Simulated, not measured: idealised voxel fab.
process module | voxel transistor to metal
cross-section cut | 285 nm wide | cells 5 nm
A cross-section is a grid of square cells, given in bands from the top down. A band is one or more rows of cells.
Each band's line starts with the height of the band's top and of its bottom, in nm. Then come its materials from left to right, each with its width in nm. One material with "throughout" fills the band from edge to edge. "air" is empty space.
Height 0 is the level under which the wafer as received is all one material. The lowest band goes on downwards, as in "0 down".
A width such as "30 to 40" changes by the same amount from each row of cells to the next, from the band's top row to its bottom row.
"no change" after a step means that no cell of the cross-section changed.
closed voids: empty space of 8 cells or more with no open way to the top, each as width x height at its distance from the left edge, in nm
after a step's settings: what the simulator itself notes on the step
overlay nm, on a step with a mask: how far to the right of its planned place the mask lay; to the left if negative
Each pair below shows a cross-section before one step and the cross-section after it, down to the lowest band that changed. The line under each pair gives the step between them, with its settings. The pairs can come from different runs of this module on the same starting wafer, so a pair continues from the pair above only where its "before" says so.
before
  0 down: Si throughout
  closed voids: none
after
  0 to -5: SiO2 throughout
  below -5: unchanged
  closed voids: none
the step between: op OXIDIZE | depth nm 5
before: the cross-section after the pair above
after
  15 to 0: SiN throughout
  below 0: unchanged
  closed voids: none
the step between: op CONFORMAL_DEP | material SiN | thk nm 15
before: the cross-section after the pair above
after
  30 to 15: aC throughout
  below 15: unchanged
  closed voids: none
the step between: op DIRECTIONAL_DEP | material aC | thk nm 15
before: the cross-section after the pair above
after
  65 to 30: air 30 | resist 100 | air 20 | resist 100 | air 35
  below 30: unchanged
  closed voids: none
the step between: op PATTERN | tone cover | mask id ACTIVE | material resist | width nm 100 | pitch nm 120 | thk nm 35 | overlay nm 0
before: the cross-section after the pair above
after
  50 to 30: air 30 | resist 100 | air 20 | resist 100 | air 35
  30 to 15: air 30 | aC 100 | air 20 | aC 100 | air 35
  below 15: unchanged
  closed voids: none
the step between: op DIRECTIONAL_ETCH | etch materials aC | depth nm 15
before: the cross-section after the pair above
after
  30 to 15: air 30 | aC 100 | air 20 | aC 100 | air 35
  below 15: unchanged
  closed voids: none
the step between: op STRIP | etch materials resist
before: the cross-section after the pair above
after
  30 to 15: air 30 | aC 100 | air 20 | aC 100 | air 35
  15 to 0: air 30 | SiN 100 | air 20 | SiN 100 | air 35
  below 0: unchanged
  closed voids: none
the step between: op DIRECTIONAL_ETCH | etch materials SiN | depth nm 15
before: the cross-section after the pair above
after
  30 to 15: air 30 | aC 100 | air 20 | aC 100 | air 35
  15 to 0: air 30 | SiN 100 | air 20 | SiN 100 | air 35
  0 to -5: air 30 | SiO2 100 | air 20 | SiO2 100 | air 35
  below -5: unchanged
  closed voids: none
the step between: op DIRECTIONAL_ETCH | etch materials SiO2 | depth nm 5
before: the cross-section after the pair above
after
  30 to 15: air 30 | aC 100 | air 20 | aC 100 | air 35
  15 to 0: air 30 | SiN 100 | air 20 | SiN 100 | air 35
  0 to -5: air 30 | SiO2 100 | air 20 | SiO2 100 | air 35
  -5 to -35: air 30 | Si 100 | air 20 | Si 100 | air 35
  below -35: unchanged
  closed voids: none
the step between: op DIRECTIONAL_ETCH | etch materials Si | depth nm 30
before: the cross-section after the pair above
after
  15 to 0: air 30 | SiN 100 | air 20 | SiN 100 | air 35
  below 0: unchanged
  closed voids: none
the step between: op STRIP | etch materials aC
before: the cross-section after the pair above
after
  15 to 0: air 30 | SiN 100 | air 20 | SiN 100 | air 35
  0 to -5: air 30 | SiO2 100 | air 20 | SiO2 100 | air 35
  -5 to -35: air 30 | SiO2 5 | Si 90 | SiO2 5 | air 20 | SiO2 5 | Si 90 | SiO2 5 | air 35
  -35 to -40: SiO2 35 | Si 90 | SiO2 30 | Si 90 | SiO2 40
  below -40: unchanged
  closed voids: none
the step between: op OXIDIZE | depth nm 5
before: the cross-section after the pair above
after
  30 to 15: SiO2 throughout
  15 to 0: SiO2 30 | SiN 100 | SiO2 20 | SiN 100 | SiO2 35
  0 to -5: SiO2 throughout
  -5 to -40: SiO2 35 | Si 90 | SiO2 30 | Si 90 | SiO2 40
  below -40: unchanged
  closed voids: none
the step between: op FILL_DEP | material SiO2 | thk nm 15
before: the cross-section after the pair above
after
  15 to 0: SiO2 30 | SiN 100 | SiO2 20 | SiN 100 | SiO2 35
  below 0: unchanged
  closed voids: none
the step between: op CMP | height nm 15
before: the cross-section after the pair above
after
  15 to 5: air 30 | SiN 100 | air 20 | SiN 100 | air 35
  below 5: unchanged
  closed voids: none
the step between: op SELECTIVE_ETCH | etch materials SiO2 | depth nm 10
before: the cross-section after the pair above
after
  5 to 0: SiO2 30 | air 100 | SiO2 20 | air 100 | SiO2 35
  below 0: unchanged
  closed voids: none
the step between: op STRIP | etch materials SiN
before: the cross-section after the pair above
after
  0 to -5: SiO2 25 | air 110 | SiO2 10 | air 110 | SiO2 30
  below -5: unchanged
  closed voids: none
the step between: op SELECTIVE_ETCH | etch materials SiO2 | depth nm 5
before: the cross-section after the pair above
after
  0 to -5: SiO2 25 | air 110 | SiO2 10 | air 110 | SiO2 30
  -5 to -10: SiO2 throughout
  below -10: unchanged
  closed voids: none
the step between: op OXIDIZE | depth nm 5
before: the cross-section after the pair above
after
  30 to 25: polySi 25 | air 110 | polySi 10 | air 110 | polySi 30
  25 to 0: polySi throughout
  0 to -5: SiO2 25 | polySi 110 | SiO2 10 | polySi 110 | SiO2 30
  below -5: unchanged
  closed voids: none
the step between: op DIRECTIONAL_DEP | material polySi | thk nm 30
before: the cross-section after the pair above
after
  40 to 35: SiCN 25 | air 110 | SiCN 10 | air 110 | SiCN 30
  35 to 30: SiCN throughout
  30 to 25: polySi 25 | SiCN 110 | polySi 10 | SiCN 110 | polySi 30
  below 25: unchanged
  closed voids: none
the step between: op DIRECTIONAL_DEP | material SiCN | thk nm 10
before: the cross-section after the pair above
after
  35 to 30: air 65 | SiCN 30 | air 90 | SiCN 30 | air 70
  30 to 25: polySi 25 | air 40 | SiCN 30 | air 40 | polySi 10 | air 40 | SiCN 30 | air 40 | polySi 30
  below 25: unchanged
  closed voids: none
the step between: op MASKED_ETCH | tone cover | mask id GATE | width nm 30 | pitch nm 120 | etch materials SiCN | depth nm 20 | overlay nm 0
before: the cross-section after the pair above
after
  35 to 25: air 65 | SiCN 30 | air 90 | SiCN 30 | air 70
  25 to 0: air 65 | polySi 30 | air 90 | polySi 30 | air 70
  0 to -5: SiO2 25 | air 40 | polySi 30 | air 40 | SiO2 10 | air 40 | polySi 30 | air 40 | SiO2 30
  below -5: unchanged
  closed voids: none
the step between: op MASKED_ETCH | tone cover | mask id GATE | width nm 30 | pitch nm 120 | etch materials polySi | depth nm 40 | overlay nm 0
before: the cross-section after the pair above
after
  40 to 35: air 60 | SiO2 40 | air 80 | SiO2 40 | air 65
  35 to 25: air 60 | SiO2 5 | SiCN 30 | SiO2 5 | air 80 | SiO2 5 | SiCN 30 | SiO2 5 | air 65
  25 to 5: air 60 | SiO2 5 | polySi 30 | SiO2 5 | air 80 | SiO2 5 | polySi 30 | SiO2 5 | air 65
  5 to 0: SiO2 30 | air 30 | SiO2 5 | polySi 30 | SiO2 5 | air 30 | SiO2 20 | air 30 | SiO2 5 | polySi 30 | SiO2 5 | air 30 | SiO2 35
  0 to -5: SiO2 65 | polySi 30 | SiO2 90 | polySi 30 | SiO2 70
  below -5: unchanged
  closed voids: none
the step between: op CONFORMAL_DEP | material SiO2 | thk nm 5
before: the cross-section after the pair above
after
  35 to 25: air 60 | SiO2 5 | SiCN 30 | SiO2 5 | air 80 | SiO2 5 | SiCN 30 | SiO2 5 | air 65
  25 to 0: air 60 | SiO2 5 | polySi 30 | SiO2 5 | air 80 | SiO2 5 | polySi 30 | SiO2 5 | air 65
  0 to -5: SiO2 30 | air 30 | SiO2 5 | polySi 30 | SiO2 5 | air 30 | SiO2 20 | air 30 | SiO2 5 | polySi 30 | SiO2 5 | air 30 | SiO2 35
  below -5: unchanged
  closed voids: none
the step between: op DIRECTIONAL_ETCH | etch materials SiO2 | depth nm 5
before: the cross-section after the pair above
after
  40 to 35: air 55 | SiN 50 | air 70 | SiN 50 | air 60
  35 to 25: air 55 | SiN 5 | SiO2 5 | SiCN 30 | SiO2 5 | SiN 5 | air 70 | SiN 5 | SiO2 5 | SiCN 30 | SiO2 5 | SiN 5 | air 60
  25 to 5: air 55 | SiN 5 | SiO2 5 | polySi 30 | SiO2 5 | SiN 5 | air 70 | SiN 5 | SiO2 5 | polySi 30 | SiO2 5 | SiN 5 | air 60
  5 to 0: SiN 35 | air 20 | SiN 5 | SiO2 5 | polySi 30 | SiO2 5 | SiN 5 | air 20 | SiN 30 | air 20 | SiN 5 | SiO2 5 | polySi 30 | SiO2 5 | SiN 5 | air 20 | SiN 40
  0 to -5: SiO2 30 | SiN 30 | SiO2 5 | polySi 30 | SiO2 5 | SiN 30 | SiO2 20 | SiN 30 | SiO2 5 | polySi 30 | SiO2 5 | SiN 30 | SiO2 35
  below -5: unchanged
  closed voids: none
the step between: op CONFORMAL_DEP | material SiN | thk nm 5
before: the cross-section after the pair above
after
  35 to 25: air 55 | SiN 5 | SiO2 5 | SiCN 30 | SiO2 5 | SiN 5 | air 70 | SiN 5 | SiO2 5 | SiCN 30 | SiO2 5 | SiN 5 | air 60
  25 to 0: air 55 | SiN 5 | SiO2 5 | polySi 30 | SiO2 5 | SiN 5 | air 70 | SiN 5 | SiO2 5 | polySi 30 | SiO2 5 | SiN 5 | air 60
  0 to -5: SiO2 30 | SiN 5 | air 20 | SiN 5 | SiO2 5 | polySi 30 | SiO2 5 | SiN 5 | air 20 | SiN 5 | SiO2 20 | SiN 5 | air 20 | SiN 5 | SiO2 5 | polySi 30 | SiO2 5 | SiN 5 | air 20 | SiN 5 | SiO2 35
  below -5: unchanged
  closed voids: none
the step between: op DIRECTIONAL_ETCH | etch materials SiN | depth nm 5
before: the cross-section after the pair above
after
  35 to 30: air 55 | SiN 5 | air 5 | SiCN 30 | air 5 | SiN 5 | air 70 | SiN 5 | air 5 | SiCN 30 | air 5 | SiN 5 | air 60
  30 to 25: air 55 | SiN 5 | SiO2 5 | SiCN 30 | SiO2 5 | SiN 5 | air 70 | SiN 5 | SiO2 5 | SiCN 30 | SiO2 5 | SiN 5 | air 60
  25 to 0: air 55 | SiN 5 | SiO2 5 | polySi 30 | SiO2 5 | SiN 5 | air 70 | SiN 5 | SiO2 5 | polySi 30 | SiO2 5 | SiN 5 | air 60
  0 to -5: air 30 | SiN 5 | air 20 | SiN 5 | SiO2 5 | polySi 30 | SiO2 5 | SiN 5 | air 20 | SiN 5 | air 20 | SiN 5 | air 20 | SiN 5 | SiO2 5 | polySi 30 | SiO2 5 | SiN 5 | air 20 | SiN 5 | air 35
  -5 to -10: SiO2 35 | air 20 | SiO2 50 | air 20 | SiO2 30 | air 20 | SiO2 50 | air 20 | SiO2 40
  below -10: unchanged
  closed voids: none
the step between: op DIRECTIONAL_ETCH | etch materials SiO2 | depth nm 5
before: the cross-section after the pair above
after
  35 to 30: air 55 | SiN 5 | air 5 | SiCN 30 | air 5 | SiN 5 | air 70 | SiN 5 | air 5 | SiCN 30 | air 5 | SiN 5 | air 60
  30 to 25: air 55 | SiN 5 | SiO2 5 | SiCN 30 | SiO2 5 | SiN 5 | air 70 | SiN 5 | SiO2 5 | SiCN 30 | SiO2 5 | SiN 5 | air 60
  25 to 0: air 55 | SiN 5 | SiO2 5 | polySi 30 | SiO2 5 | SiN 5 | air 70 | SiN 5 | SiO2 5 | polySi 30 | SiO2 5 | SiN 5 | air 60
  0 to -5: air 30 | SiN 5 | air 20 | SiN 5 | SiO2 5 | polySi 30 | SiO2 5 | SiN 5 | air 20 | SiN 5 | air 20 | SiN 5 | air 20 | SiN 5 | SiO2 5 | polySi 30 | SiO2 5 | SiN 5 | air 20 | SiN 5 | air 35
  -5 to -10: SiO2 35 | air 20 | SiO2 50 | air 20 | SiO2 30 | air 20 | SiO2 50 | air 20 | SiO2 40
  -10 to -15: SiO2 35 | air 20 | Si 50 | air 20 | SiO2 30 | air 20 | Si 50 | air 20 | SiO2 40
  below -15: unchanged
  closed voids: none
the step between: op DIRECTIONAL_ETCH | etch materials Si | depth nm 5
before: the cross-section after the pair above
after
  35 to 30: air 55 | SiN 5 | air 5 | SiCN 30 | air 5 | SiN 5 | air 70 | SiN 5 | air 5 | SiCN 30 | air 5 | SiN 5 | air 60
  30 to 25: air 55 | SiN 5 | SiO2 5 | SiCN 30 | SiO2 5 | SiN 5 | air 70 | SiN 5 | SiO2 5 | SiCN 30 | SiO2 5 | SiN 5 | air 60
  25 to 0: air 55 | SiN 5 | SiO2 5 | polySi 30 | SiO2 5 | SiN 5 | air 70 | SiN 5 | SiO2 5 | polySi 30 | SiO2 5 | SiN 5 | air 60
  0 to -5: air 30 | SiN 5 | air 20 | SiN 5 | SiO2 5 | polySi 30 | SiO2 5 | SiN 5 | air 20 | SiN 5 | air 20 | SiN 5 | air 20 | SiN 5 | SiO2 5 | polySi 30 | SiO2 5 | SiN 5 | air 20 | SiN 5 | air 35
  -5 to -10: SiO2 35 | air 15 | SiGe 5 | SiO2 50 | SiGe 5 | air 15 | SiO2 30 | air 15 | SiGe 5 | SiO2 50 | SiGe 5 | air 15 | SiO2 40
  -10 to -15: SiO2 35 | SiGe 20 | Si 50 | SiGe 20 | SiO2 30 | SiGe 20 | Si 50 | SiGe 20 | SiO2 40
  below -15: unchanged
  closed voids: none
the step between: op EPI | material SiGe | thk nm 5
before: the cross-section after the pair above
after
  45 to 35: SiO2 throughout
  35 to 25: SiO2 55 | SiN 5 | SiO2 5 | SiCN 30 | SiO2 5 | SiN 5 | SiO2 70 | SiN 5 | SiO2 5 | SiCN 30 | SiO2 5 | SiN 5 | SiO2 60
  25 to 0: SiO2 55 | SiN 5 | SiO2 5 | polySi 30 | SiO2 5 | SiN 5 | SiO2 70 | SiN 5 | SiO2 5 | polySi 30 | SiO2 5 | SiN 5 | SiO2 60
  0 to -5: SiO2 30 | SiN 5 | SiO2 20 | SiN 5 | SiO2 5 | polySi 30 | SiO2 5 | SiN 5 | SiO2 20 | SiN 5 | SiO2 20 | SiN 5 | SiO2 20 | SiN 5 | SiO2 5 | polySi 30 | SiO2 5 | SiN 5 | SiO2 20 | SiN 5 | SiO2 35
  -5 to -10: SiO2 50 | SiGe 5 | SiO2 50 | SiGe 5 | SiO2 60 | SiGe 5 | SiO2 50 | SiGe 5 | SiO2 55
  below -10: unchanged
  closed voids: none
the step between: op FILL_DEP | material SiO2 | thk nm 10
before: the cross-section after the pair above
after
  25 to 0: SiO2 55 | SiN 5 | SiO2 5 | polySi 30 | SiO2 5 | SiN 5 | SiO2 70 | SiN 5 | SiO2 5 | polySi 30 | SiO2 5 | SiN 5 | SiO2 60
  below 0: unchanged
  closed voids: none
the step between: op CMP | height nm 25
before: the cross-section after the pair above
after
  25 to 0: SiO2 55 | SiN 5 | SiO2 5 | air 30 | SiO2 5 | SiN 5 | SiO2 70 | SiN 5 | SiO2 5 | air 30 | SiO2 5 | SiN 5 | SiO2 60
  0 to -5: SiO2 30 | SiN 5 | SiO2 20 | SiN 5 | SiO2 5 | air 30 | SiO2 5 | SiN 5 | SiO2 20 | SiN 5 | SiO2 20 | SiN 5 | SiO2 20 | SiN 5 | SiO2 5 | air 30 | SiO2 5 | SiN 5 | SiO2 20 | SiN 5 | SiO2 35
  below -5: unchanged
  closed voids: none
the step between: op STRIP | etch materials polySi
before: the cross-section after the pair above
after
  25 to 20: air 55 | SiN 5 | air 40 | SiN 5 | air 70 | SiN 5 | air 40 | SiN 5 | air 60
  20 to 0: SiO2 55 | SiN 5 | air 40 | SiN 5 | SiO2 70 | SiN 5 | air 40 | SiN 5 | SiO2 60
  0 to -5: SiO2 30 | SiN 5 | SiO2 20 | SiN 5 | air 40 | SiN 5 | SiO2 20 | SiN 5 | SiO2 20 | SiN 5 | SiO2 20 | SiN 5 | air 40 | SiN 5 | SiO2 20 | SiN 5 | SiO2 35
  -5 to -10: SiO2 50 | SiGe 5 | SiO2 5 | air 40 | SiO2 5 | SiGe 5 | SiO2 60 | SiGe 5 | SiO2 5 | air 40 | SiO2 5 | SiGe 5 | SiO2 55
  below -10: unchanged
  closed voids: none
the step between: op SELECTIVE_ETCH | etch materials SiO2 | depth nm 5
before: the cross-section after the pair above
after
  30 to 25: air 50 | HfO2 15 | air 30 | HfO2 15 | air 60 | HfO2 15 | air 30 | HfO2 15 | air 55
  25 to 20: HfO2 55 | SiN 5 | HfO2 5 | air 30 | HfO2 5 | SiN 5 | HfO2 70 | SiN 5 | HfO2 5 | air 30 | HfO2 5 | SiN 5 | HfO2 60
  20 to 0: SiO2 55 | SiN 5 | HfO2 5 | air 30 | HfO2 5 | SiN 5 | SiO2 70 | SiN 5 | HfO2 5 | air 30 | HfO2 5 | SiN 5 | SiO2 60
  0 to -5: SiO2 30 | SiN 5 | SiO2 20 | SiN 5 | HfO2 5 | air 30 | HfO2 5 | SiN 5 | SiO2 20 | SiN 5 | SiO2 20 | SiN 5 | SiO2 20 | SiN 5 | HfO2 5 | air 30 | HfO2 5 | SiN 5 | SiO2 20 | SiN 5 | SiO2 35
  -5 to -10: SiO2 50 | SiGe 5 | SiO2 5 | HfO2 40 | SiO2 5 | SiGe 5 | SiO2 60 | SiGe 5 | SiO2 5 | HfO2 40 | SiO2 5 | SiGe 5 | SiO2 55
  below -10: unchanged
  closed voids: none
the step between: op CONFORMAL_DEP | material HfO2 | thk nm 5
before: the cross-section after the pair above
after
  35 to 30: air 45 | TiN 25 | air 20 | TiN 25 | air 50 | TiN 25 | air 20 | TiN 25 | air 50
  30 to 25: TiN 50 | HfO2 15 | TiN 5 | air 20 | TiN 5 | HfO2 15 | TiN 60 | HfO2 15 | TiN 5 | air 20 | TiN 5 | HfO2 15 | TiN 55
  25 to 20: HfO2 55 | SiN 5 | HfO2 5 | TiN 5 | air 20 | TiN 5 | HfO2 5 | SiN 5 | HfO2 70 | SiN 5 | HfO2 5 | TiN 5 | air 20 | TiN 5 | HfO2 5 | SiN 5 | HfO2 60
  20 to 0: SiO2 55 | SiN 5 | HfO2 5 | TiN 5 | air 20 | TiN 5 | HfO2 5 | SiN 5 | SiO2 70 | SiN 5 | HfO2 5 | TiN 5 | air 20 | TiN 5 | HfO2 5 | SiN 5 | SiO2 60
  0 to -5: SiO2 30 | SiN 5 | SiO2 20 | SiN 5 | HfO2 5 | TiN 30 | HfO2 5 | SiN 5 | SiO2 20 | SiN 5 | SiO2 20 | SiN 5 | SiO2 20 | SiN 5 | HfO2 5 | TiN 30 | HfO2 5 | SiN 5 | SiO2 20 | SiN 5 | SiO2 35
  below -5: unchanged
  closed voids: none
the step between: op CONFORMAL_DEP | material TiN | thk nm 5
before: the cross-section after the pair above
after
  45 to 35: W throughout
  35 to 30: W 45 | TiN 25 | W 20 | TiN 25 | W 50 | TiN 25 | W 20 | TiN 25 | W 50
  30 to 25: TiN 50 | HfO2 15 | TiN 5 | W 20 | TiN 5 | HfO2 15 | TiN 60 | HfO2 15 | TiN 5 | W 20 | TiN 5 | HfO2 15 | TiN 55
  25 to 20: HfO2 55 | SiN 5 | HfO2 5 | TiN 5 | W 20 | TiN 5 | HfO2 5 | SiN 5 | HfO2 70 | SiN 5 | HfO2 5 | TiN 5 | W 20 | TiN 5 | HfO2 5 | SiN 5 | HfO2 60
  20 to 0: SiO2 55 | SiN 5 | HfO2 5 | TiN 5 | W 20 | TiN 5 | HfO2 5 | SiN 5 | SiO2 70 | SiN 5 | HfO2 5 | TiN 5 | W 20 | TiN 5 | HfO2 5 | SiN 5 | SiO2 60
  below 0: unchanged
  closed voids: none
the step between: op FILL_DEP | material W | thk nm 10
before: the cross-section after the pair above
after
  20 to 0: SiO2 55 | SiN 5 | HfO2 5 | TiN 5 | W 20 | TiN 5 | HfO2 5 | SiN 5 | SiO2 70 | SiN 5 | HfO2 5 | TiN 5 | W 20 | TiN 5 | HfO2 5 | SiN 5 | SiO2 60
  below 0: unchanged
  closed voids: none
the step between: op CMP | height nm 20
before: the cross-section after the pair above
after
  35 to 20: SiO2 throughout
  below 20: unchanged
  closed voids: none
the step between: op DIRECTIONAL_DEP | material SiO2 | thk nm 15
before: the cross-section after the pair above
after
  50 to 35: resist 35 | air 15 | resist 60 | air 15 | resist 30 | air 15 | resist 60 | air 15 | resist 40
  below 35: unchanged
  closed voids: none
the step between: op PATTERN | tone open | mask id CONTACT | material resist | width nm 15 | thk nm 15 | overlay nm 0
before: the cross-section after the pair above
after
  50 to 35: resist 35 | air 15 | resist 60 | air 15 | resist 30 | air 15 | resist 60 | air 15 | resist 40
  35 to 20: SiO2 35 | air 15 | SiO2 60 | air 15 | SiO2 30 | air 15 | SiO2 60 | air 15 | SiO2 40
  20 to 0: SiO2 35 | air 15 | SiO2 5 | SiN 5 | HfO2 5 | TiN 5 | W 20 | TiN 5 | HfO2 5 | SiN 5 | SiO2 5 | air 15 | SiO2 30 | air 15 | SiO2 5 | SiN 5 | HfO2 5 | TiN 5 | W 20 | TiN 5 | HfO2 5 | SiN 5 | SiO2 5 | air 15 | SiO2 40
  0 to -5: SiO2 30 | SiN 5 | air 15 | SiO2 5 | SiN 5 | HfO2 5 | TiN 30 | HfO2 5 | SiN 5 | SiO2 5 | air 15 | SiN 5 | SiO2 20 | SiN 5 | air 15 | SiO2 5 | SiN 5 | HfO2 5 | TiN 30 | HfO2 5 | SiN 5 | SiO2 5 | air 15 | SiN 5 | SiO2 35
  -5 to -10: SiO2 35 | air 15 | SiGe 5 | SiO2 5 | HfO2 40 | SiO2 5 | SiGe 5 | air 15 | SiO2 30 | air 15 | SiGe 5 | SiO2 5 | HfO2 40 | SiO2 5 | SiGe 5 | air 15 | SiO2 40
  below -10: unchanged
  closed voids: none
the step between: op DIRECTIONAL_ETCH | etch materials SiO2 | depth nm 45
before: the cross-section after the pair above
after
  35 to 20: SiO2 35 | air 15 | SiO2 60 | air 15 | SiO2 30 | air 15 | SiO2 60 | air 15 | SiO2 40
  below 20: unchanged
  closed voids: none
the step between: op STRIP | etch materials resist
before: the cross-section after the pair above
after
  40 to 35: TiN 40 | air 5 | TiN 70 | air 5 | TiN 40 | air 5 | TiN 70 | air 5 | TiN 45
  35 to 20: SiO2 35 | TiN 5 | air 5 | TiN 5 | SiO2 60 | TiN 5 | air 5 | TiN 5 | SiO2 30 | TiN 5 | air 5 | TiN 5 | SiO2 60 | TiN 5 | air 5 | TiN 5 | SiO2 40
  20 to 0: SiO2 35 | TiN 5 | air 5 | TiN 5 | SiO2 5 | SiN 5 | HfO2 5 | TiN 5 | W 20 | TiN 5 | HfO2 5 | SiN 5 | SiO2 5 | TiN 5 | air 5 | TiN 5 | SiO2 30 | TiN 5 | air 5 | TiN 5 | SiO2 5 | SiN 5 | HfO2 5 | TiN 5 | W 20 | TiN 5 | HfO2 5 | SiN 5 | SiO2 5 | TiN 5 | air 5 | TiN 5 | SiO2 40
  0 to -5: SiO2 30 | SiN 5 | TiN 5 | air 5 | TiN 5 | SiO2 5 | SiN 5 | HfO2 5 | TiN 30 | HfO2 5 | SiN 5 | SiO2 5 | TiN 5 | air 5 | TiN 5 | SiN 5 | SiO2 20 | SiN 5 | TiN 5 | air 5 | TiN 5 | SiO2 5 | SiN 5 | HfO2 5 | TiN 30 | HfO2 5 | SiN 5 | SiO2 5 | TiN 5 | air 5 | TiN 5 | SiN 5 | SiO2 35
  -5 to -10: SiO2 35 | TiN 15 | SiGe 5 | SiO2 5 | HfO2 40 | SiO2 5 | SiGe 5 | TiN 15 | SiO2 30 | TiN 15 | SiGe 5 | SiO2 5 | HfO2 40 | SiO2 5 | SiGe 5 | TiN 15 | SiO2 40
  below -10: unchanged
  closed voids: none
the step between: op CONFORMAL_DEP | material TiN | thk nm 5
before: the cross-section after the pair above
after
  45 to 40: W throughout
  40 to 35: TiN 40 | W 5 | TiN 70 | W 5 | TiN 40 | W 5 | TiN 70 | W 5 | TiN 45
  35 to 20: SiO2 35 | TiN 5 | W 5 | TiN 5 | SiO2 60 | TiN 5 | W 5 | TiN 5 | SiO2 30 | TiN 5 | W 5 | TiN 5 | SiO2 60 | TiN 5 | W 5 | TiN 5 | SiO2 40
  20 to 0: SiO2 35 | TiN 5 | W 5 | TiN 5 | SiO2 5 | SiN 5 | HfO2 5 | TiN 5 | W 20 | TiN 5 | HfO2 5 | SiN 5 | SiO2 5 | TiN 5 | W 5 | TiN 5 | SiO2 30 | TiN 5 | W 5 | TiN 5 | SiO2 5 | SiN 5 | HfO2 5 | TiN 5 | W 20 | TiN 5 | HfO2 5 | SiN 5 | SiO2 5 | TiN 5 | W 5 | TiN 5 | SiO2 40
  0 to -5: SiO2 30 | SiN 5 | TiN 5 | W 5 | TiN 5 | SiO2 5 | SiN 5 | HfO2 5 | TiN 30 | HfO2 5 | SiN 5 | SiO2 5 | TiN 5 | W 5 | TiN 5 | SiN 5 | SiO2 20 | SiN 5 | TiN 5 | W 5 | TiN 5 | SiO2 5 | SiN 5 | HfO2 5 | TiN 30 | HfO2 5 | SiN 5 | SiO2 5 | TiN 5 | W 5 | TiN 5 | SiN 5 | SiO2 35
  below -5: unchanged
  closed voids: none
the step between: op FILL_DEP | material W | thk nm 5
before: the cross-section after the pair above
after
  35 to 20: SiO2 35 | TiN 5 | W 5 | TiN 5 | SiO2 60 | TiN 5 | W 5 | TiN 5 | SiO2 30 | TiN 5 | W 5 | TiN 5 | SiO2 60 | TiN 5 | W 5 | TiN 5 | SiO2 40
  below 20: unchanged
  closed voids: none
the step between: op CMP | height nm 35
before: the cross-section after the pair above
after
  40 to 35: TiN throughout
  below 35: unchanged
  closed voids: none
the step between: op DIRECTIONAL_DEP | material TiN | thk nm 5
before: the cross-section after the pair above
after
  65 to 40: Ru throughout
  below 40: unchanged
  closed voids: none
the step between: op DIRECTIONAL_DEP | material Ru | thk nm 25
before: the cross-section after the pair above
after
  65 to 40: air 35 | Ru 15 | air 60 | Ru 15 | air 30 | Ru 15 | air 60 | Ru 15 | air 40
  below 40: unchanged
  closed voids: none
the step between: op MASKED_ETCH | tone cover | mask id METAL_1 | width nm 15 | etch materials Ru | depth nm 25 | overlay nm 0
before: the cross-section after the pair above
after
  65 to 40: air 35 | Ru 15 | air 60 | Ru 15 | air 30 | Ru 15 | air 60 | Ru 15 | air 40
  40 to 35: air 35 | TiN 15 | air 60 | TiN 15 | air 30 | TiN 15 | air 60 | TiN 15 | air 40
  below 35: unchanged
  closed voids: none
the step between: op MASKED_ETCH | tone cover | mask id METAL_1 | width nm 15 | etch materials TiN | depth nm 5 | overlay nm 0
before: the cross-section after the pair above
after
  70 to 65: SiO2 throughout
  65 to 40: SiO2 35 | Ru 15 | SiO2 60 | Ru 15 | SiO2 30 | Ru 15 | SiO2 60 | Ru 15 | SiO2 40
  40 to 35: SiO2 35 | TiN 15 | SiO2 60 | TiN 15 | SiO2 30 | TiN 15 | SiO2 60 | TiN 15 | SiO2 40
  below 35: unchanged
  closed voids: none
the step between: op FILL_DEP | material SiO2 | thk nm 5
before: the cross-section after the pair above
after
  65 to 40: SiO2 35 | Ru 15 | SiO2 60 | Ru 15 | SiO2 30 | Ru 15 | SiO2 60 | Ru 15 | SiO2 40
  below 40: unchanged
  closed voids: none
the step between: op CMP | height nm 65
before: the cross-section after the pair above
after
  70 to 65: SiN throughout
  below 65: unchanged
  closed voids: none
the step between: op CONFORMAL_DEP | material SiN | thk nm 5
before
  45 to 35: W throughout
  35 to 30: W 45 | TiN 25 | W 20 | TiN 25 | W 50 | TiN 25 | W 20 | TiN 25 | W 50
  30 to 25: TiN 50 | HfO2 15 | TiN 5 | W 20 | TiN 5 | HfO2 15 | TiN 60 | HfO2 15 | TiN 5 | W 20 | TiN 5 | HfO2 15 | TiN 55
  25 to 20: HfO2 55 | SiN 5 | HfO2 5 | TiN 5 | W 20 | TiN 5 | HfO2 5 | SiN 5 | HfO2 70 | SiN 5 | HfO2 5 | TiN 5 | W 20 | TiN 5 | HfO2 5 | SiN 5 | HfO2 60
  20 to 0: SiO2 55 | SiN 5 | HfO2 5 | TiN 5 | W 20 | TiN 5 | HfO2 5 | SiN 5 | SiO2 70 | SiN 5 | HfO2 5 | TiN 5 | W 20 | TiN 5 | HfO2 5 | SiN 5 | SiO2 60
  0 to -5: SiO2 30 | SiN 5 | SiO2 20 | SiN 5 | HfO2 5 | TiN 30 | HfO2 5 | SiN 5 | SiO2 20 | SiN 5 | SiO2 20 | SiN 5 | SiO2 20 | SiN 5 | HfO2 5 | TiN 30 | HfO2 5 | SiN 5 | SiO2 20 | SiN 5 | SiO2 35
  -5 to -10: SiO2 50 | SiGe 5 | SiO2 5 | HfO2 40 | SiO2 5 | SiGe 5 | SiO2 60 | SiGe 5 | SiO2 5 | HfO2 40 | SiO2 5 | SiGe 5 | SiO2 55
  -10 to -15: SiO2 35 | SiGe 20 | Si 50 | SiGe 20 | SiO2 30 | SiGe 20 | Si 50 | SiGe 20 | SiO2 40
  -15 to -40: SiO2 35 | Si 90 | SiO2 30 | Si 90 | SiO2 40
  -40 down: Si throughout
  closed voids: none
after
  60 to 45: SiO2 throughout
  below 45: unchanged
  closed voids: none
the step between: op DIRECTIONAL_DEP | material SiO2 | thk nm 15
before: the cross-section after the pair above
after
  75 to 60: resist 35 | air 15 | resist 60 | air 15 | resist 30 | air 15 | resist 60 | air 15 | resist 40
  below 60: unchanged
  closed voids: none
the step between: op PATTERN | tone open | mask id CONTACT | material resist | width nm 15 | thk nm 15 | overlay nm 0
before: the cross-section after the pair above
after
  75 to 60: resist 35 | air 15 | resist 60 | air 15 | resist 30 | air 15 | resist 60 | air 15 | resist 40
  60 to 45: SiO2 35 | air 15 | SiO2 60 | air 15 | SiO2 30 | air 15 | SiO2 60 | air 15 | SiO2 40
  below 45: unchanged
  closed voids: none
the step between: op DIRECTIONAL_ETCH | etch materials SiO2 | depth nm 45
before: the cross-section after the pair above
after
  60 to 45: SiO2 35 | air 15 | SiO2 60 | air 15 | SiO2 30 | air 15 | SiO2 60 | air 15 | SiO2 40
  below 45: unchanged
  closed voids: none
the step between: op STRIP | etch materials resist
